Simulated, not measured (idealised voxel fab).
Module name: voxel ribs on slabs (process module)
Cross-section cut spans 245 nm and uses square cells 5 nm in size.
Just so we're on the same page, the cross-sections are grids of square cells, and they're listed out in bands top to bottom, each band one or more rows deep. Read a band's entry like this: the first values are the height of its top and the height of its bottom in nm, and what follows is the sequence of materials from left to right, each with its width in nm. Note that "empty" is empty space, and that a single material marked "everywhere" reaches across the band from edge to edge. Beneath 0, the wafer as received is one material, and that level is where height counting begins. The lowest band goes on downward without a bottom; it is written like "0 -> down". Width spec "30 to 40" -> top row of cells at first value, bottom row at second value, equal per-row change in between. It should be understood that the words "no modifications", when stated for a given step, signify that the cross-section underwent no change in any of its cells during that step. "Enclosed internal voids" specifies each empty space that is not open to the top and that occupies no fewer than 8 cells, using the form width x height at distance, the distance measured from the left edge and all three quantities in nm. Step line, after settings: the simulator's comment on this step. overlay nm: for a step with a mask, the amount by which the mask lay right of where it was planned; a negative amount means left of it.
The planned process steps are enumerated hereunder
- 1: RECEIVE,material Si
- 2: DIRECTIONAL_DEP,material SiO2,thk nm 20
- 3: DIRECTIONAL_DEP,material polySi,thk nm 25
- 4: MASKED_ETCH,tone cover,mask id RIB,width nm 30,etch materials polySi,depth nm 5,overlay nm 0
- 5: DIRECTIONAL_DEP,material aC,thk nm 15
- 6: PATTERN,tone cover,mask id SLAB,material resist,width nm 70,thk nm 30,overlay nm 0
- 7: DIRECTIONAL_ETCH,etch materials aC,depth nm 15
- 8: STRIP,etch materials resist
- 9: DIRECTIONAL_ETCH,etch materials polySi,depth nm 20
- 10: STRIP,etch materials aC
- 11: FILL_DEP,material SiO2,thk nm 25
- 12: CMP,height nm 65
- 13: DIRECTIONAL_DEP,material W,thk nm 10
- 14: PATTERN,tone cover,mask id HEATER,material resist,width nm 40,thk nm 15,overlay nm 0
- 15: DIRECTIONAL_ETCH,etch materials W,depth nm 10
- 16: STRIP,etch materials resist
- 17: CONFORMAL_DEP,material SiO2,thk nm 10
Cross-section: wafer on arrival = after step 1
0 -> down: Si everywhere
Enclosed internal voids: none
First wafer of two, sectioned at end of module; run went per plan
85 -> 75: 90 of empty; 60 of SiO2; 95 of empty
75 -> 65: 100 of SiO2; 40 of W; 105 of SiO2
65 -> 45: SiO2 everywhere
45 -> 40: 105 of SiO2; 30 of polySi; 110 of SiO2
40 -> 20: 85 of SiO2; 70 of polySi; 90 of SiO2
20 -> 0: SiO2 everywhere
0 -> down: Si everywhere
Enclosed internal voids: none
Wafer two, end of module, cross-section. Same start, same plan as wafer one. One mistake in the run
85 -> 75: 90 of empty; 60 of SiO2; 95 of empty
75 -> 65: 100 of SiO2; 40 of W; 105 of SiO2
65 -> 50: SiO2 everywhere
50 -> 45: 105 of SiO2; 30 of polySi; 110 of SiO2
45 -> 25: 85 of SiO2; 70 of polySi; 90 of SiO2
25 -> 0: SiO2 everywhere
0 -> down: Si everywhere
Enclosed internal voids: none
The plan and the run diverged here: step 2 off recipe, ran as DIRECTIONAL_DEP,material SiO2,thk nm 25
Cell counts per material: same on both final wafers. Positions: different.
